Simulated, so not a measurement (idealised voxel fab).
Title: Process Module voxel capacitor over wiring
Displayed cross-section: cut, width of 295 nm, square cells sized 5 nm.
Cross-section layout: square cells on a grid; listed as bands, top to bottom; a band spans one or more cell rows.
The entry gives the band's vertical extent as a top height and a bottom height in nm, then its horizontal make-up as materials from left to right, each with a width in nm. "empty" stands for empty space; a single material marked "all across" fills the band edge to edge.
Where do heights start? At 0: under that level the wafer as delivered is made of one material only. And the lowest band has no floor; it just carries on downward, as in "0 down".
Note: "30->40" means the width goes from the first number (top row of the band) to the second number (bottom row) in equal steps per row of cells.
The designation "nothing was modified", where it is given for a processing step, indicates that no cell of the cross-section was altered in the course of that step.
"Sealed-off cavities" lists enclosed empty spaces (at least 8 cells, no open path upward to the top), each as width x height at distance from the left edge, in nm.
Formally, on a step line, whatever follows the settings is a remark that the simulator itself makes on the step.
overlay nm: where the mask lay relative to plan, measured to the right, on steps with a mask; negatives go left.
In what follows, pairs of cross-sections are presented, each taken before and after one process step, with the after cross-section shown only down to the lowest band that was altered; the step, together with its settings, is stated below the pair. The pairs may stem from different runs of this module on the same starting wafer; accordingly, a pair should be taken as continuing from the one above it solely where its entry headed "Before processing step" indicates as much.

Before processing step
105 to 95 | Ru all across
95 to 90 | TiN=115, then Ru=5, then TiN=175
90 to 80 | SiO2=110, then TiN=5, then Ru=5, then TiN=5, then SiO2=170
80 to 70 | SiO2=110->100, then TiN=15->65, then SiO2=170->130
70 to 65 | SiO2=100, then Al2O3=65, then SiO2=130
65 to 60 | SiO2=95, then TiN=75, then SiO2=125
60 to 40 | SiO2=100, then TiN=5, then W=5, then TiN=5, then SiO2=180
40 to 35 | SiCN=100, then TiN=15, then SiCN=180
35 to 15 | SiO2=80, then SiN=5, then Ru=20, then SiN=5, then SiO2=50, then SiN=5, then Ru=20, then SiN=5, then SiO2=105
15 to 10 | SiN=85, then TiN=20, then SiN=60, then TiN=20, then SiN=110
10 to 0 | SiO2 all across
0 down | Si all across
Sealed-off cavities: none

Resulting Structure
90 to 80 | SiO2=110, then TiN=5, then Ru=5, then TiN=5, then SiO2=170
Whatever lies below 80 is exactly as it was before.
Sealed-off cavities: none
Connecting step for the cross-sections above: CMP: height nm 90

Before processing step: unchanged from the after cross-section in the pair immediately above; refer to that figure.

Resulting Structure
95 to 90 | SiCN all across
Whatever lies below 90 is exactly as it was before.
Sealed-off cavities: none
Connecting step for the cross-sections above: CONFORMAL_DEP: material SiCN, thk nm 5

Before processing step
15 to 10 | TiN all across
10 to 0 | SiO2 all across
0 down | Si all across
Sealed-off cavities: none

Resulting Structure
35 to 15 | SiCN all across
Whatever lies below 15 is exactly as it was before.
Sealed-off cavities: none
Connecting step for the cross-sections above: DIRECTIONAL_DEP: material SiCN, thk nm 20

Before processing step: unchanged from the after cross-section in the pair immediately above; refer to that figure.

Resulting Structure
50 to 35 | empty=95, then resist=20, then empty=60, then resist=20, then empty=100
Whatever lies below 35 is exactly as it was before.
Sealed-off cavities: none
Connecting step for the cross-sections above: PATTERN: tone cover, mask id METAL_1, material resist, width nm 20, pitch nm 80, thk nm 15, overlay nm 0

Before processing step: unchanged from the after cross-section in the pair immediately above; refer to that figure.

Resulting Structure
35 to 15 | SiCN all across
Whatever lies below 15 is exactly as it was before.
Sealed-off cavities: none
Connecting step for the cross-sections above: STRIP: etch materials resist

Before processing step: unchanged from the after cross-section in the pair immediately above; refer to that figure.

Resulting Structure
40 to 35 | SiN all across
Whatever lies below 35 is exactly as it was before.
Sealed-off cavities: none
Connecting step for the cross-sections above: CONFORMAL_DEP: material SiN, thk nm 5

Before processing step: unchanged from the after cross-section in the pair immediately above; refer to that figure.

Resulting Structure
50 to 40 | SiO2 all across
Whatever lies below 40 is exactly as it was before.
Sealed-off cavities: none
Connecting step for the cross-sections above: FILL_DEP: material SiO2, thk nm 10

Before processing step: unchanged from the after cross-section in the pair immediately above; refer to that figure.

Resulting Structure
35 to 15 | SiCN all across
Whatever lies below 15 is exactly as it was before.
Sealed-off cavities: none
Connecting step for the cross-sections above: CMP: height nm 35

Before processing step: unchanged from the after cross-section in the pair immediately above; refer to that figure.

Resulting Structure
40 to 15 | SiCN all across
Whatever lies below 15 is exactly as it was before.
Sealed-off cavities: none
Connecting step for the cross-sections above: CONFORMAL_DEP: material SiCN, thk nm 5

Before processing step: unchanged from the after cross-section in the pair immediately above; refer to that figure.

Resulting Structure
60 to 40 | SiO2 all across
Whatever lies below 40 is exactly as it was before.
Sealed-off cavities: none
Connecting step for the cross-sections above: DIRECTIONAL_DEP: material SiO2, thk nm 20

Before processing step: unchanged from the after cross-section in the pair immediately above; refer to that figure.

Resulting Structure
60 to 40 | SiO2=100, then empty=15, then SiO2=180
Whatever lies below 40 is exactly as it was before.
Sealed-off cavities: none
Connecting step for the cross-sections above: MASKED_ETCH: tone open, mask id PLUG_1, width nm 15, etch materials SiO2, depth nm 20, overlay nm 0

Before processing step: unchanged from the after cross-section in the pair immediately above; refer to that figure.

Resulting Structure
60 to 40 | SiO2=100, then empty=15, then SiO2=180
40 to 35 | SiCN=100, then empty=15, then SiCN=180
Whatever lies below 35 is exactly as it was before.
Sealed-off cavities: none
Connecting step for the cross-sections above: MASKED_ETCH: tone open, mask id PLUG_1, width nm 15, etch materials SiCN, depth nm 5, overlay nm 0

Before processing step: unchanged from the after cross-section in the pair immediately above; refer to that figure.

Resulting Structure
65 to 60 | TiN=105, then empty=5, then TiN=185
60 to 40 | SiO2=100, then TiN=5, then empty=5, then TiN=5, then SiO2=180
40 to 35 | SiCN=100, then TiN=15, then SiCN=180
Whatever lies below 35 is exactly as it was before.
Sealed-off cavities: none
Connecting step for the cross-sections above: CONFORMAL_DEP: material TiN, thk nm 5

Before processing step: unchanged from the after cross-section in the pair immediately above; refer to that figure.

Resulting Structure
75 to 65 | W all across
65 to 60 | TiN=105, then W=5, then TiN=185
60 to 40 | SiO2=100, then TiN=5, then W=5, then TiN=5, then SiO2=180
Whatever lies below 40 is exactly as it was before.
Sealed-off cavities: none
Connecting step for the cross-sections above: FILL_DEP: material W, thk nm 10

Before processing step: unchanged from the after cross-section in the pair immediately above; refer to that figure.

Resulting Structure
60 to 40 | SiO2=100, then TiN=5, then W=5, then TiN=5, then SiO2=180
Whatever lies below 40 is exactly as it was before.
Sealed-off cavities: none
Connecting step for the cross-sections above: CMP: height nm 60

Before processing step: unchanged from the after cross-section in the pair immediately above; refer to that figure.

Resulting Structure
65 to 60 | TiN all across
Whatever lies below 60 is exactly as it was before.
Sealed-off cavities: none
Connecting step for the cross-sections above: DIRECTIONAL_DEP: material TiN, thk nm 5

Before processing step: unchanged from the after cross-section in the pair immediately above; refer to that figure.

Resulting Structure
70 to 65 | Al2O3 all across
Whatever lies below 65 is exactly as it was before.
Sealed-off cavities: none
Connecting step for the cross-sections above: DIRECTIONAL_DEP: material Al2O3, thk nm 5

Before processing step: unchanged from the after cross-section in the pair immediately above; refer to that figure.

Resulting Structure
75 to 70 | TiN all across
Whatever lies below 70 is exactly as it was before.
Sealed-off cavities: none
Connecting step for the cross-sections above: DIRECTIONAL_DEP: material TiN, thk nm 5

Before processing step: unchanged from the after cross-section in the pair immediately above; refer to that figure.

Resulting Structure
75 to 70 | empty=100, then TiN=65, then empty=130
Whatever lies below 70 is exactly as it was before.
Sealed-off cavities: none
Connecting step for the cross-sections above: MASKED_ETCH: tone cover, mask id UPPER_PLATE, width nm 65, etch materials TiN, depth nm 5, overlay nm 0

Before processing step: unchanged from the after cross-section in the pair immediately above; refer to that figure.

Resulting Structure
75 to 70 | empty=100, then TiN=65, then empty=130
70 to 65 | empty=100, then Al2O3=65, then empty=130
Whatever lies below 65 is exactly as it was before.
Sealed-off cavities: none
Connecting step for the cross-sections above: MASKED_ETCH: tone cover, mask id UPPER_PLATE, width nm 65, etch materials Al2O3, depth nm 5, overlay nm 0

Before processing step: unchanged from the after cross-section in the pair immediately above; refer to that figure.

Resulting Structure
95 to 75 | empty=95, then resist=75, then empty=125
75 to 70 | empty=95, then resist=5, then TiN=65, then resist=5, then empty=125
70 to 65 | empty=95, then resist=5, then Al2O3=65, then resist=5, then empty=125
Whatever lies below 65 is exactly as it was before.
Sealed-off cavities: none
Connecting step for the cross-sections above: PATTERN: tone cover, mask id LOWER_PLATE, material resist, width nm 75, thk nm 20, overlay nm 0

Before processing step: unchanged from the after cross-section in the pair immediately above; refer to that figure.

Resulting Structure
95 to 75 | empty=95, then resist=75, then empty=125
75 to 70 | empty=95, then resist=5, then TiN=65, then resist=5, then empty=125
70 to 65 | empty=95, then resist=5, then Al2O3=65, then resist=5, then empty=125
65 to 60 | empty=95, then TiN=75, then empty=125
Whatever lies below 60 is exactly as it was before.
Sealed-off cavities: none
Connecting step for the cross-sections above: DIRECTIONAL_ETCH: etch materials TiN, depth nm 5

Before processing step: unchanged from the after cross-section in the pair immediately above; refer to that figure.

Resulting Structure
75 to 70 | empty=100, then TiN=65, then empty=130
70 to 65 | empty=100, then Al2O3=65, then empty=130
Whatever lies below 65 is exactly as it was before.
Sealed-off cavities: none
Connecting step for the cross-sections above: STRIP: etch materials resist

Before processing step: unchanged from the after cross-section in the pair immediately above; refer to that figure.

Resulting Structure
95 to 75 | SiO2 all across
75 to 70 | SiO2=100, then TiN=65, then SiO2=130
70 to 65 | SiO2=100, then Al2O3=65, then SiO2=130
65 to 60 | SiO2=95, then TiN=75, then SiO2=125
Whatever lies below 60 is exactly as it was before.
Sealed-off cavities: none
Connecting step for the cross-sections above: FILL_DEP: material SiO2, thk nm 20

Before processing step: unchanged from the after cross-section in the pair immediately above; refer to that figure.

Resulting Structure
90 to 75 | SiO2 all across
Whatever lies below 75 is exactly as it was before.
Sealed-off cavities: none
Connecting step for the cross-sections above: CMP: height nm 90

Before processing step: unchanged from the after cross-section in the pair immediately above; refer to that figure.

Resulting Structure
110 to 90 | resist=110, then empty=15, then resist=170
Whatever lies below 90 is exactly as it was before.
Sealed-off cavities: none
Connecting step for the cross-sections above: PATTERN: tone open, mask id PLUG_2, material resist, width nm 15, thk nm 20, overlay nm 0

Before processing step: unchanged from the after cross-section in the pair immediately above; refer to that figure.

Resulting Structure
110 to 90 | resist=110, then empty=15, then resist=170
90 to 75 | SiO2=110, then empty=15, then SiO2=170
Whatever lies below 75 is exactly as it was before.
Sealed-off cavities: none
Connecting step for the cross-sections above: DIRECTIONAL_ETCH: etch materials SiO2, depth nm 15

Before processing step: unchanged from the after cross-section in the pair immediately above; refer to that figure.

Resulting Structure
90 to 75 | SiO2=110, then empty=15, then SiO2=170
Whatever lies below 75 is exactly as it was before.
Sealed-off cavities: none
Connecting step for the cross-sections above: STRIP: etch materials resist

Before processing step: unchanged from the after cross-section in the pair immediately above; refer to that figure.

Resulting Structure
95 to 90 | TiN=115, then empty=5, then TiN=175
90 to 80 | SiO2=110, then TiN=5, then empty=5, then TiN=5, then SiO2=170
80 to 70 | SiO2=110->100, then TiN=15->65, then SiO2=170->130
Whatever lies below 70 is exactly as it was before.
Sealed-off cavities: none
Connecting step for the cross-sections above: CONFORMAL_DEP: material TiN, thk nm 5

Before processing step: unchanged from the after cross-section in the pair immediately above; refer to that figure.

Resulting Structure
105 to 95 | Ru all across
95 to 90 | TiN=115, then Ru=5, then TiN=175
90 to 80 | SiO2=110, then TiN=5, then Ru=5, then TiN=5, then SiO2=170
Whatever lies below 80 is exactly as it was before.
Sealed-off cavities: none
Connecting step for the cross-sections above: FILL_DEP: material Ru, thk nm 10

Before processing step: unchanged from the after cross-section in the pair immediately above; refer to that figure.

Resulting Structure
90 to 80 | SiO2=110, then TiN=5, then Ru=5, then TiN=5, then SiO2=170
Whatever lies below 80 is exactly as it was before.
Sealed-off cavities: none
Connecting step for the cross-sections above: CMP: height nm 90

Before processing step: unchanged from the after cross-section in the pair immediately above; refer to that figure.

Resulting Structure
95 to 90 | SiCN all across
Whatever lies below 90 is exactly as it was before.
Sealed-off cavities: none
Connecting step for the cross-sections above: CONFORMAL_DEP: material SiCN, thk nm 5

Before processing step
90 to 75 | SiO2 all across
75 to 70 | SiO2=100, then TiN=65, then SiO2=130
70 to 65 | SiO2=100, then Al2O3=65, then SiO2=130
65 to 60 | SiO2=95, then TiN=75, then SiO2=125
60 to 40 | SiO2=100, then TiN=5, then W=5, then TiN=5, then SiO2=180
40 to 35 | SiCN=100, then TiN=15, then SiCN=180
35 to 15 | SiO2=90, then SiN=5, then Ru=20, then SiN=5, then SiO2=50, then SiN=5, then Ru=20, then SiN=5, then SiO2=95
15 to 10 | SiN=95, then TiN=20, then SiN=60, then TiN=20, then SiN=100
10 to 0 | SiO2 all across
0 down | Si all across
Sealed-off cavities: none

Resulting Structure
110 to 90 | empty=110, then resist=15, then empty=170
Whatever lies below 90 is exactly as it was before.
Sealed-off cavities: none
Connecting step for the cross-sections above: PATTERN: tone cover, mask id PLUG_2, material resist, width nm 15, thk nm 20, overlay nm 0

Before processing step: unchanged from the after cross-section in the pair immediately above; refer to that figure.

Resulting Structure
110 to 90 | empty=110, then resist=15, then empty=170
90 to 75 | empty=110, then SiO2=15, then empty=170
Whatever lies below 75 is exactly as it was before.
Sealed-off cavities: none
Connecting step for the cross-sections above: DIRECTIONAL_ETCH: etch materials SiO2, depth nm 15

Before processing step: unchanged from the after cross-section in the pair immediately above; refer to that figure.

Resulting Structure
90 to 75 | empty=110, then SiO2=15, then empty=170
Whatever lies below 75 is exactly as it was before.
Sealed-off cavities: none
Connecting step for the cross-sections above: STRIP: etch materials resist

Before processing step: unchanged from the after cross-section in the pair immediately above; refer to that figure.

Resulting Structure
95 to 90 | empty=105, then TiN=25, then empty=165
90 to 80 | empty=105, then TiN=5, then SiO2=15, then TiN=5, then empty=165
80 to 75 | TiN=110, then SiO2=15, then TiN=170
Whatever lies below 75 is exactly as it was before.
Sealed-off cavities: none
Connecting step for the cross-sections above: CONFORMAL_DEP: material TiN, thk nm 5

Before processing step: unchanged from the after cross-section in the pair immediately above; refer to that figure.

Resulting Structure
105 to 95 | Ru all across
95 to 90 | Ru=105, then TiN=25, then Ru=165
90 to 80 | Ru=105, then TiN=5, then SiO2=15, then TiN=5, then Ru=165
Whatever lies below 80 is exactly as it was before.
Sealed-off cavities: none
Connecting step for the cross-sections above: FILL_DEP: material Ru, thk nm 10

Before processing step: unchanged from the after cross-section in the pair immediately above; refer to that figure.

Resulting Structure
90 to 80 | Ru=105, then TiN=5, then SiO2=15, then TiN=5, then Ru=165
Whatever lies below 80 is exactly as it was before.
Sealed-off cavities: none
Connecting step for the cross-sections above: CMP: height nm 90

Before processing step: unchanged from the after cross-section in the pair immediately above; refer to that figure.

Resulting Structure
95 to 90 | SiCN all across
Whatever lies below 90 is exactly as it was before.
Sealed-off cavities: none
Connecting step for the cross-sections above: CONFORMAL_DEP: material SiCN, thk nm 5
